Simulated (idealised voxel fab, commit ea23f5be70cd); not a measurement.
process module | voxel air gaps
For reference, the cross-section in this document is cut, with width 275 nm and square cells of 5 nm.
Notation: cross-section as square-cell grid; stated in bands, top first, going down; one or more cell rows per band.
Quick guide to a band line: top height, bottom height (nm) up front; then every material left to right with its width in nm. Only one material and it's marked "everywhere"? Then it fills the band edge to edge. And "empty" just means empty space.
Heads up on the height convention: 0 is the point under which the incoming wafer is all one material, and the lowest band has no bottom, it just keeps going down, like "z 0 and below".
The two numbers in a width such as "30 to 40" mark its ends across the band: the first belongs to the top row of cells, the second to the bottom row, and from each row to the next the width moves by the same amount.
You'll sometimes find "no modification" written for a step, and that's the way of saying that nowhere in the cross-section did a cell change during that step.
Enclosed voids: empty space of 8 cells or more with no open way to the top, each as width x height at its distance from the left edge, in nm
Read whatever lies past the settings on a step's line as the simulator's own remark about the step.
overlay nm: step with mask; distance mask lay right of planned place; negative value = left of planned place.

The process steps that were planned are listed below:
step 1: RECEIVE (material Si)
step 2: CONFORMAL_DEP (material SiO2; thk nm 10)
step 3: CONFORMAL_DEP (material SiCN; thk nm 5)
step 4: DIRECTIONAL_DEP (material SiO2; thk nm 35)
step 5: MASKED_ETCH (tone open; mask id LINES; width nm 20; pitch nm 45; etch materials SiO2; depth nm 35; overlay nm 0)
step 6: CONFORMAL_DEP (material TiN; thk nm 5)
step 7: FILL_DEP (material Ru; thk nm 5)
step 8: CMP (height nm 50)
step 9: EPI (material Ru; thk nm 10)
step 10: SELECTIVE_ETCH (etch materials SiO2; depth nm 45)
step 11: CONFORMAL_DEP (material SiCN; thk nm 5)
All wafers enter the flow in the same state. The thk nm at step 11 differs from wafer to wafer, and the plan gives the value for the first wafer.

First of several wafers, received after step 1, in cross-section:
* z 0 and below  Si everywhere
* Enclosed voids: none

Quick key for the table: a row per wafer, taken at the end of the module. For each material it tells you how many cells the wafer gained (+) or lost (-) since it came in, and the closed voids come after:
thk nm 5, +84 Ru, +180 SiCN, +110 SiO2, +48 TiN, Enclosed voids: 15 x 25 at 105; 15 x 25 at 150
thk nm 10, +84 Ru, +261 SiCN, +110 SiO2, +48 TiN, Enclosed voids: 15 x 25 at 105; 15 x 25 at 150
thk nm 15, +84 Ru, +342 SiCN, +110 SiO2, +48 TiN, Enclosed voids: 15 x 25 at 105; 15 x 25 at 150
thk nm 20, +84 Ru, +419 SiCN, +110 SiO2, +48 TiN, Enclosed voids: 15 x 25 at 105; 15 x 25 at 150
